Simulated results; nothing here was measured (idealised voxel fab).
Title: Process Module voxel transistor to metal
Section cut is 200 nm wide and gridded with 5 nm square cells.
Think of the cross-section as a grid of square cells. We describe it in bands, top to bottom, and each band covers one or more rows of those cells. Band entry format. Leading values: height of top, height of bottom, nm. Remainder: materials in left-to-right order, each with its width in nm. Special words: "throughout" on a single material, which then fills the band edge to edge; "blank", empty space. A quick word on heights: they are counted from 0, and under that level the wafer as it came to us is one material throughout. The lowest band is different from the rest in having no bottom; it simply continues downward, written as in "0..down". You'd read "30..40" like this: the band's top row of cells is as wide as the first number, its bottom row is as wide as the second, and going down, every row changes width by the same amount as the row before did. "nothing got changed" -> step changed no cross-section cell. Heads up: "Entrapped voids" only lists the empty pockets with no open path to the top that are 8 cells or more, and it writes them as width x height at distance, distance from the left edge, in nm. Heads up: the bit after the settings on a step's line is the simulator's remark on that step. overlay nm: how far to the right of its planned place the mask lay on this masked step (negative: to the left).

**The process steps that were planned are listed below**
1) RECEIVE, material Si
2) CONFORMAL_DEP, material SiO2, thk nm 5
3) CONFORMAL_DEP, material SiN, thk nm 15
4) MASKED_ETCH, tone cover, mask id ACTIVE, width nm 95, etch materials SiN, depth nm 15, overlay nm 0
5) MASKED_ETCH, tone cover, mask id ACTIVE, width nm 95, etch materials SiO2, depth nm 5, overlay nm 0
6) MASKED_ETCH, tone cover, mask id ACTIVE, width nm 95, etch materials Si, depth nm 30, overlay nm 0
7) OXIDIZE, depth nm 5
8) FILL_DEP, material SiO2, thk nm 10
9) CMP, height nm 20
10) SELECTIVE_ETCH, etch materials SiO2, depth nm 10
11) STRIP, etch materials SiN
12) SELECTIVE_ETCH, etch materials SiO2, depth nm 5
13) OXIDIZE, depth nm 5
14) DIRECTIONAL_DEP, material polySi, thk nm 30
15) DIRECTIONAL_DEP, material SiCN, thk nm 15
16) PATTERN, tone cover, mask id GATE, material resist, width nm 15, thk nm 20, overlay nm 0
17) DIRECTIONAL_ETCH, etch materials SiCN, depth nm 25
18) DIRECTIONAL_ETCH, etch materials polySi, depth nm 40
19) STRIP, etch materials resist
20) CONFORMAL_DEP, material SiO2, thk nm 5
21) DIRECTIONAL_ETCH, etch materials SiO2, depth nm 5
22) CONFORMAL_DEP, material SiN, thk nm 5
23) DIRECTIONAL_ETCH, etch materials SiN, depth nm 5
24) DIRECTIONAL_ETCH, etch materials SiO2, depth nm 5
25) DIRECTIONAL_ETCH, etch materials Si, depth nm 15
26) EPI, material pSi, thk nm 20
27) FILL_DEP, material SiO2, thk nm 5
28) CMP, height nm 45
29) DIRECTIONAL_DEP, material SiO2, thk nm 10
30) PATTERN, tone open, mask id CONTACT, material resist, width nm 20, pitch nm 65, thk nm 20, overlay nm 0
31) DIRECTIONAL_ETCH, etch materials SiO2, depth nm 55
32) STRIP, etch materials resist
33) CONFORMAL_DEP, material TiN, thk nm 5
34) FILL_DEP, material Ru, thk nm 5
35) CMP, height nm 55
36) DIRECTIONAL_DEP, material TiN, thk nm 5
37) DIRECTIONAL_DEP, material W, thk nm 25
38) MASKED_ETCH, tone cover, mask id METAL_1, width nm 20, pitch nm 65, etch materials W, depth nm 25, overlay nm 0
39) MASKED_ETCH, tone cover, mask id METAL_1, width nm 20, pitch nm 65, etch materials TiN, depth nm 5, overlay nm 0
40) CONFORMAL_DEP, material SiCN, thk nm 5
41) FILL_DEP, material lowk, thk nm 5
42) CMP, height nm 85
43) CONFORMAL_DEP, material SiCN, thk nm 5
44) DIRECTIONAL_DEP, material SiO2, thk nm 35
45) MASKED_ETCH, tone open, mask id METAL_2, width nm 20, pitch nm 65, etch materials SiO2, depth nm 20, overlay nm 0
46) MASKED_ETCH, tone open, mask id METAL_2_HOLES, width nm 15, pitch nm 65, etch materials SiO2, depth nm 15, overlay nm 0
47) MASKED_ETCH, tone open, mask id METAL_2_HOLES, width nm 15, pitch nm 65, etch materials SiCN, depth nm 5, overlay nm 0
48) CONFORMAL_DEP, material TiN, thk nm 5
49) FILL_DEP, material Cu, thk nm 5
50) CMP, height nm 125
51) CONFORMAL_DEP, material SiN, thk nm 5

**Shown in cross-section is the wafer as received, that is, as it stands after step 1**
- 0..down | Si throughout
- Entrapped voids: none

**The plan above was carried out on the starting structure above with one mistake, and this cross-section shows the wafer at the end of the module**
- 130..125 | SiN throughout
- 125..110 | SiO2: 55; TiN: 5; Cu: 10; TiN: 5; SiO2: 45; TiN: 5; Cu: 10; TiN: 5; SiO2: 60
- 110..105 | SiO2: 55; TiN: 5; Cu: 5; TiN: 10; SiO2: 45; TiN: 5; Cu: 5; TiN: 10; SiO2: 60
- 105..90 | SiO2: 55; TiN: 5; Cu: 5; TiN: 5; SiO2: 50; TiN: 5; Cu: 5; TiN: 5; SiO2: 65
- 90..85 | SiCN: 55; TiN: 15; SiCN: 50; TiN: 15; SiCN: 65
- 85..60 | lowk: 50; SiCN: 5; W: 20; SiCN: 5; lowk: 35; SiCN: 5; W: 20; SiCN: 5; lowk: 55
- 60..55 | SiCN: 55; TiN: 20; SiCN: 45; TiN: 20; SiCN: 60
- 55..45 | SiO2: 55; TiN: 5; Ru: 10; TiN: 5; SiO2: 45; TiN: 5; Ru: 10; TiN: 5; SiO2: 60
- 45..35 | SiO2: 55; TiN: 5; Ru: 10; TiN: 5; SiO2: 5; SiN: 5; SiO2: 5; SiCN: 15; SiO2: 5; SiN: 5; SiO2: 5; TiN: 5; Ru: 10; TiN: 5; SiO2: 60
- 35..25 | SiO2: 55; TiN: 5; Ru: 10; TiN: 5; SiO2: 5; SiN: 5; SiO2: 5; polySi: 15; SiO2: 5; SiN: 5; SiO2: 5; TiN: 5; Ru: 10; TiN: 5; SiO2: 60
- 25..20 | SiO2: 55; TiN: 20; SiO2: 5; SiN: 5; SiO2: 5; polySi: 15; SiO2: 5; SiN: 5; SiO2: 5; TiN: 20; SiO2: 60
- 20..15 | SiO2: 55; TiN: 5; pSi: 20; SiN: 5; SiO2: 5; polySi: 15; SiO2: 5; SiN: 5; pSi: 20; TiN: 5; SiO2: 60
- 15..5 | SiO2: 25; pSi: 55; SiN: 5; SiO2: 5; polySi: 15; SiO2: 5; SiN: 5; pSi: 55; SiO2: 30
- 5..0 | SiO2: 25; pSi: 20; SiN: 5; pSi: 30; SiO2: 35; pSi: 30; SiN: 5; pSi: 20; SiO2: 30
- 0..-5 | pSi: 45; SiO2: 15; pSi: 20; Si: 35; pSi: 20; SiO2: 15; pSi: 50
- -5..-15 | pSi: 45; Si: 15; pSi: 20; Si: 35; pSi: 20; Si: 15; pSi: 50
- -15..-20 | pSi: 45; Si: 105; pSi: 50
- -20..down | Si throughout
- Entrapped voids: none
Want to know what went wrong? rather than as planned, step 4 actually ran as MASKED_ETCH, tone open, mask id ACTIVE, width nm 95, etch materials SiN, depth nm 15, overlay nm 0
